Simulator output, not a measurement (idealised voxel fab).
Presented below is a process module, voxel gate over fins.
Square cells of 5 nm make up the cross-section cut, whose width is 160 nm.
When this document writes out a cross-section, it uses a grid of square cells and lists it as bands, beginning at the top and moving down, with a band standing for one or more rows of cells. Top, bottom (nm), then materials left to right with widths (nm); lone material tagged "edge to edge" fills the whole band edge to edge; "blank" = empty space. Measure heights from 0. That's the level where, below it, the as-received wafer is all one material. The lowest band is bottomless and extends downward; write it as in "top 0, no bottom". Note: "30->40" means the width goes from the first number (top row of the band) to the second number (bottom row) in equal steps per row of cells. "nothing different" means the step left every cell of the cross-section as it was. For the entry "Sealed internal voids", the listed items are empty spaces with no open way to the top whose size is 8 cells or more; each item follows the pattern width x height at distance, where distance is from the left edge and all three are in nm. Formally, on a step line, whatever follows the settings is a remark that the simulator itself makes on the step. "overlay nm", when on a step's line for a step with a mask, measures how far to the right of its planned place the mask lay; a negative measure means to the left.
# Planned step list for the process
1. RECEIVE,material Si
2. CONFORMAL_DEP,material SiN,thk nm 5
3. MASKED_ETCH,tone cover,mask id FINS,width nm 15,pitch nm 55,etch materials SiN,depth nm 5,overlay nm 0
4. MASKED_ETCH,tone cover,mask id FINS,width nm 15,pitch nm 55,etch materials Si,depth nm 35,overlay nm 0
5. OXIDIZE,depth nm 5
6. FILL_DEP,material SiO2,thk nm 5
7. CMP,height nm 5
8. PATTERN,tone open,mask id RAIL,material resist,width nm 15,thk nm 15,overlay nm 0
9. DIRECTIONAL_ETCH,etch materials SiO2,depth nm 35
10. STRIP,etch materials resist
11. CONFORMAL_DEP,material TiN,thk nm 5
12. FILL_DEP,material W,thk nm 10
13. CMP,height nm 5
14. SELECTIVE_ETCH,etch materials W Ru TiN,depth nm 25
15. FILL_DEP,material SiO2,thk nm 5
16. CMP,height nm 5
17. SELECTIVE_ETCH,etch materials SiO2,depth nm 20
18. STRIP,etch materials SiN
19. CONFORMAL_DEP,material HfO2,thk nm 5
20. CONFORMAL_DEP,material TiN,thk nm 5
21. CONFORMAL_DEP,material TiAl,thk nm 5
22. CONFORMAL_DEP,material TiN,thk nm 5
23. FILL_DEP,material W,thk nm 15
24. CMP,height nm 30
25. CONFORMAL_DEP,material SiN,thk nm 10
# This is the cross-section of the wafer as we received it, i.e. after step 1
- top 0, no bottom  Si edge to edge
- Sealed internal voids: none
# End-of-module cross-section. Starting structure and process plan as above; one mistake made in running it
- top 40, bottom 30  SiN edge to edge
- top 30, bottom 15  W edge to edge
- top 15, bottom 10  W 5  TiN 35  W 20  TiN 35  W 20  TiN 35  W 10
- top 10, bottom 5  W 5  TiN 5  TiAl 25  TiN 5  W 20  TiN 5  TiAl 25  TiN 5  W 20  TiN 5  TiAl 25  TiN 5  W 10
- top 5, bottom 0  W 5  TiN 5  TiAl 5  HfO2 15  TiAl 5  TiN 5  W 20  TiN 5  TiAl 5  HfO2 15  TiAl 5  TiN 5  W 20  TiN 5  TiAl 5  HfO2 15  TiAl 5  TiN 5  W 10
- top 0, bottom -5  TiN 10  TiAl 5  HfO2 5  Si 5  HfO2 5  TiAl 5  TiN 30  TiAl 5  HfO2 5  Si 5  HfO2 5  TiAl 5  TiN 30  TiAl 5  HfO2 5  Si 5  HfO2 5  TiAl 5  TiN 15
- top -5, bottom -10  TiAl 15  HfO2 5  Si 5  HfO2 5  TiAl 40  HfO2 5  Si 5  HfO2 5  TiAl 40  HfO2 5  Si 5  HfO2 5  TiAl 20
- top -10, bottom -15  HfO2 20  Si 5  HfO2 50  Si 5  HfO2 50  Si 5  HfO2 25
- top -15, bottom -20  SiO2 20  Si 5  SiO2 50  Si 5  SiO2 50  Si 5  SiO2 25
- top -20, bottom -25  SiO2 20  Si 5  SiO2 15  TiN 5  W 5  TiN 5  SiO2 20  Si 5  SiO2 50  Si 5  SiO2 25
- top -25, bottom -30  SiO2 20  Si 5  SiO2 15  TiN 15  SiO2 20  Si 5  SiO2 50  Si 5  SiO2 25
- top -30, bottom -40  SiO2 20  Si 5  SiO2 50  Si 5  SiO2 50  Si 5  SiO2 25
- top -40, no bottom  Si edge to edge
- Sealed internal voids: none
Here's what went sideways: step 20 was dropped from the plan's execution and never run
